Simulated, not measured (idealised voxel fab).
Presented below is a process module, voxel gate over fins.
Square cell edge 5 nm, section width 210 nm, ID cut.
When this document writes out a cross-section, it uses a grid of square cells and lists it as bands, beginning at the top and moving down, with a band standing for one or more rows of cells. This entry defines a band. It first specifies the height of the band's top and the height of its bottom in nm, and then specifies the band's materials from left to right, stating each material with its width in nm. The word "full width" identifies a single material that fills the band from edge to edge, while the word "empty" identifies empty space. Beneath 0, the wafer as received is one material, and that level is where height counting begins. The lowest band goes on downward without a bottom; it is written like "0 and below". The notation "30..40" denotes a width that varies across the rows of cells in the band, beginning at the first number in the top row, finishing at the second number in the bottom row, and changing by an identical amount from each row to the next. You'll sometimes find "nothing changed" written for a step, and that's the way of saying that nowhere in the cross-section did a cell change during that step. "Fully closed voids" lists enclosed empty spaces (at least 8 cells, no open path upward to the top), each as width x height at distance from the left edge, in nm. That trailing text on a step's line, after the settings, is the simulator's own remark on the step. overlay nm: how far to the right of its planned place the mask lay on this masked step (negative: to the left). Reading key. Pairs: pre-step and post-step cross-section, one process step apart; post-step view only to lowest changed band. Step between + settings: beneath pair. Runs: pairs may be from different runs of this module, same starting wafer. Continuation from pair above: only where "Pre-step condition" entry says.
**Pre-step condition**
	10 down to 0  empty 65 nm; SiN 15 nm; empty 25 nm; SiN 15 nm; empty 90 nm
	0 down to -10  empty 70 nm; Si 5..15 nm; empty 35..25 nm; Si 5..15 nm; empty 95..85 nm
	-10 down to -40  SiO2 70 nm; Si 15 nm; SiO2 25 nm; Si 15 nm; SiO2 85 nm
	-40 and below  Si full width
	Fully closed voids: none
**Sectional View, Post-Process**
	0 down to -10  empty 70 nm; Si 5..15 nm; empty 35..25 nm; Si 5..15 nm; empty 95..85 nm
	Beneath the level -10, the cross-section is identical to its previous state.
	Fully closed voids: none
Intermediate step for the cross-sections above: STRIP: etch materials SiN
Pre-step condition: The cross-section prior to this step is the one presented after the step of the pair immediately above.
**Sectional View, Post-Process**
	5 down to 0  empty 65 nm; HfO2 15 nm; empty 25 nm; HfO2 15 nm; empty 90 nm
	0 down to -5  empty 65 nm; HfO2 5 nm; Si 5 nm; HfO2 15 nm; empty 15 nm; HfO2 5 nm; Si 5 nm; HfO2 15 nm; empty 80 nm
	-5 down to -10  HfO2 70 nm; Si 15 nm; HfO2 25 nm; Si 15 nm; HfO2 85 nm
	Beneath the level -10, the cross-section is identical to its previous state.
	Fully closed voids: none
Intermediate step for the cross-sections above: CONFORMAL_DEP: material HfO2, thk nm 5
Pre-step condition: The cross-section prior to this step is the one presented after the step of the pair immediately above.
**Sectional View, Post-Process**
	10 down to 5  empty 60 nm; TiN 25 nm; empty 15 nm; TiN 25 nm; empty 85 nm
	5 down to 0  empty 60 nm; TiN 5 nm; HfO2 15 nm; TiN 15 nm; empty 5 nm; TiN 5 nm; HfO2 15 nm; TiN 15 nm; empty 75 nm
	0 down to -5  TiN 65 nm; HfO2 5 nm; Si 5 nm; HfO2 15 nm; TiN 15 nm; HfO2 5 nm; Si 5 nm; HfO2 15 nm; TiN 80 nm
	Beneath the level -5, the cross-section is identical to its previous state.
	Fully closed voids: none
Intermediate step for the cross-sections above: CONFORMAL_DEP: material TiN, thk nm 5
Pre-step condition: The cross-section prior to this step is the one presented after the step of the pair immediately above.
**Sectional View, Post-Process**
	25 down to 10  W full width
	10 down to 5  W 60 nm; TiN 25 nm; W 15 nm; TiN 25 nm; W 85 nm
	5 down to 0  W 60 nm; TiN 5 nm; HfO2 15 nm; TiN 15 nm; W 5 nm; TiN 5 nm; HfO2 15 nm; TiN 15 nm; W 75 nm
	Beneath the level 0, the cross-section is identical to its previous state.
	Fully closed voids: none
Intermediate step for the cross-sections above: FILL_DEP: material W, thk nm 15
Pre-step condition: The cross-section prior to this step is the one presented after the step of the pair immediately above.
**Sectional View, Post-Process**
	20 down to 10  W full width
	Beneath the level 10, the cross-section is identical to its previous state.
	Fully closed voids: none
Intermediate step for the cross-sections above: CMP: height nm 20
Pre-step condition: The cross-section prior to this step is the one presented after the step of the pair immediately above.
**Sectional View, Post-Process**
	25 down to 20  SiN full width
	Beneath the level 20, the cross-section is identical to its previous state.
	Fully closed voids: none
Intermediate step for the cross-sections above: CONFORMAL_DEP: material SiN, thk nm 5
**Pre-step condition**
	5 down to 0  empty 75 nm; HfO2 15 nm; empty 25 nm; HfO2 15 nm; empty 80 nm
	0 down to -5  empty 75 nm; HfO2 5 nm; Si 5 nm; HfO2 5 nm; empty 25 nm; HfO2 5 nm; Si 5 nm; HfO2 5 nm; empty 80 nm
	-5 down to -10  HfO2 80 nm; Si 5 nm; HfO2 35 nm; Si 5 nm; HfO2 85 nm
	-10 down to -40  SiO2 80 nm; Si 5 nm; SiO2 35 nm; Si 5 nm; SiO2 85 nm
	-40 and below  Si full width
	Fully closed voids: none
**Sectional View, Post-Process**
	10 down to 5  empty 70 nm; SiN 25 nm; empty 15 nm; SiN 25 nm; empty 75 nm
	5 down to 0  empty 70 nm; SiN 5 nm; HfO2 15 nm; SiN 5 nm; empty 15 nm; SiN 5 nm; HfO2 15 nm; SiN 5 nm; empty 75 nm
	0 down to -5  SiN 75 nm; HfO2 5 nm; Si 5 nm; HfO2 5 nm; SiN 25 nm; HfO2 5 nm; Si 5 nm; HfO2 5 nm; SiN 80 nm
	Beneath the level -5, the cross-section is identical to its previous state.
	Fully closed voids: none
Intermediate step for the cross-sections above: CONFORMAL_DEP: material SiN, thk nm 5
Pre-step condition: The cross-section prior to this step is the one presented after the step of the pair immediately above.
**Sectional View, Post-Process**
	25 down to 10  W full width
	10 down to 5  W 70 nm; SiN 25 nm; W 15 nm; SiN 25 nm; W 75 nm
	5 down to 0  W 70 nm; SiN 5 nm; HfO2 15 nm; SiN 5 nm; W 15 nm; SiN 5 nm; HfO2 15 nm; SiN 5 nm; W 75 nm
	Beneath the level 0, the cross-section is identical to its previous state.
	Fully closed voids: none
Intermediate step for the cross-sections above: FILL_DEP: material W, thk nm 15
Pre-step condition: The cross-section prior to this step is the one presented after the step of the pair immediately above.
**Sectional View, Post-Process**
	20 down to 10  W full width
	Beneath the level 10, the cross-section is identical to its previous state.
	Fully closed voids: none
Intermediate step for the cross-sections above: CMP: height nm 20
Pre-step condition: The cross-section prior to this step is the one presented after the step of the pair immediately above.
**Sectional View, Post-Process**
	25 down to 20  SiN full width
	Beneath the level 20, the cross-section is identical to its previous state.
	Fully closed voids: none
Intermediate step for the cross-sections above: CONFORMAL_DEP: material SiN, thk nm 5
**Pre-step condition**
	10 down to 0  SiN full width
	0 and below  Si full width
	Fully closed voids: none
**Sectional View, Post-Process**
	10 down to 0  SiN 75 nm; empty 15 nm; SiN 25 nm; empty 15 nm; SiN 80 nm
	Beneath the level 0, the cross-section is identical to its previous state.
	Fully closed voids: none
Intermediate step for the cross-sections above: MASKED_ETCH: tone open, mask id FINS, width nm 15, pitch nm 40, etch materials SiN, depth nm 10, overlay nm 0
Pre-step condition: The cross-section prior to this step is the one presented after the step of the pair immediately above.
**Sectional View, Post-Process**
	10 down to 0  SiN 75 nm; empty 15 nm; SiN 25 nm; empty 15 nm; SiN 80 nm
	0 down to -5  Si 70 nm; SiO2 25 nm; Si 15 nm; SiO2 25 nm; Si 75 nm
	Beneath the level -5, the cross-section is identical to its previous state.
	Fully closed voids: none
Intermediate step for the cross-sections above: OXIDIZE: depth nm 5
Pre-step condition: The cross-section prior to this step is the one presented after the step of the pair immediately above.
**Sectional View, Post-Process**
	25 down to 10  SiO2 full width
	10 down to 0  SiN 75 nm; SiO2 15 nm; SiN 25 nm; SiO2 15 nm; SiN 80 nm
	Beneath the level 0, the cross-section is identical to its previous state.
	Fully closed voids: none
Intermediate step for the cross-sections above: FILL_DEP: material SiO2, thk nm 15
Pre-step condition: The cross-section prior to this step is the one presented after the step of the pair immediately above.
**Sectional View, Post-Process**
	10 down to 0  SiN 75 nm; SiO2 15 nm; SiN 25 nm; SiO2 15 nm; SiN 80 nm
	Beneath the level 0, the cross-section is identical to its previous state.
	Fully closed voids: none
Intermediate step for the cross-sections above: CMP: height nm 10
Pre-step condition: The cross-section prior to this step is the one presented after the step of the pair immediately above.
**Sectional View, Post-Process**
	10 down to 0  SiN 75 nm; empty 15 nm; SiN 25 nm; empty 15 nm; SiN 80 nm
	0 down to -5  Si 70 nm; empty 25 nm; Si 15 nm; empty 25 nm; Si 75 nm
	Beneath the level -5, the cross-section is identical to its previous state.
	Fully closed voids: none
Intermediate step for the cross-sections above: SELECTIVE_ETCH: etch materials SiO2, depth nm 20
Pre-step condition: The cross-section prior to this step is the one presented after the step of the pair immediately above.
**Sectional View, Post-Process**
	0 down to -5  Si 70 nm; empty 25 nm; Si 15 nm; empty 25 nm; Si 75 nm
	Beneath the level -5, the cross-section is identical to its previous state.
	Fully closed voids: none
Intermediate step for the cross-sections above: STRIP: etch materials SiN
Pre-step condition: The cross-section prior to this step is the one presented after the step of the pair immediately above.
**Sectional View, Post-Process**
	5 down to 0  HfO2 75 nm; empty 15 nm; HfO2 25 nm; empty 15 nm; HfO2 80 nm
	0 down to -5  Si 70 nm; HfO2 25 nm; Si 15 nm; HfO2 25 nm; Si 75 nm
	Beneath the level -5, the cross-section is identical to its previous state.
	Fully closed voids: none
Intermediate step for the cross-sections above: CONFORMAL_DEP: material HfO2, thk nm 5
Pre-step condition: The cross-section prior to this step is the one presented after the step of the pair immediately above.
**Sectional View, Post-Process**
	10 down to 5  TiN 80 nm; empty 5 nm; TiN 35 nm; empty 5 nm; TiN 85 nm
	5 down to 0  HfO2 75 nm; TiN 15 nm; HfO2 25 nm; TiN 15 nm; HfO2 80 nm
	Beneath the level 0, the cross-section is identical to its previous state.
	Fully closed voids: none
Intermediate step for the cross-sections above: CONFORMAL_DEP: material TiN, thk nm 5
Pre-step condition: The cross-section prior to this step is the one presented after the step of the pair immediately above.
**Sectional View, Post-Process**
	25 down to 10  W full width
	10 down to 5  TiN 80 nm; W 5 nm; TiN 35 nm; W 5 nm; TiN 85 nm
	Beneath the level 5, the cross-section is identical to its previous state.
	Fully closed voids: none
Intermediate step for the cross-sections above: FILL_DEP: material W, thk nm 15
Pre-step condition: The cross-section prior to this step is the one presented after the step of the pair immediately above.
**Sectional View, Post-Process**
	20 down to 10  W full width
	Beneath the level 10, the cross-section is identical to its previous state.
	Fully closed voids: none
Intermediate step for the cross-sections above: CMP: height nm 20
Pre-step condition: The cross-section prior to this step is the one presented after the step of the pair immediately above.
**Sectional View, Post-Process**
	25 down to 20  SiN full width
	Beneath the level 20, the cross-section is identical to its previous state.
	Fully closed voids: none
Intermediate step for the cross-sections above: CONFORMAL_DEP: material SiN, thk nm 5
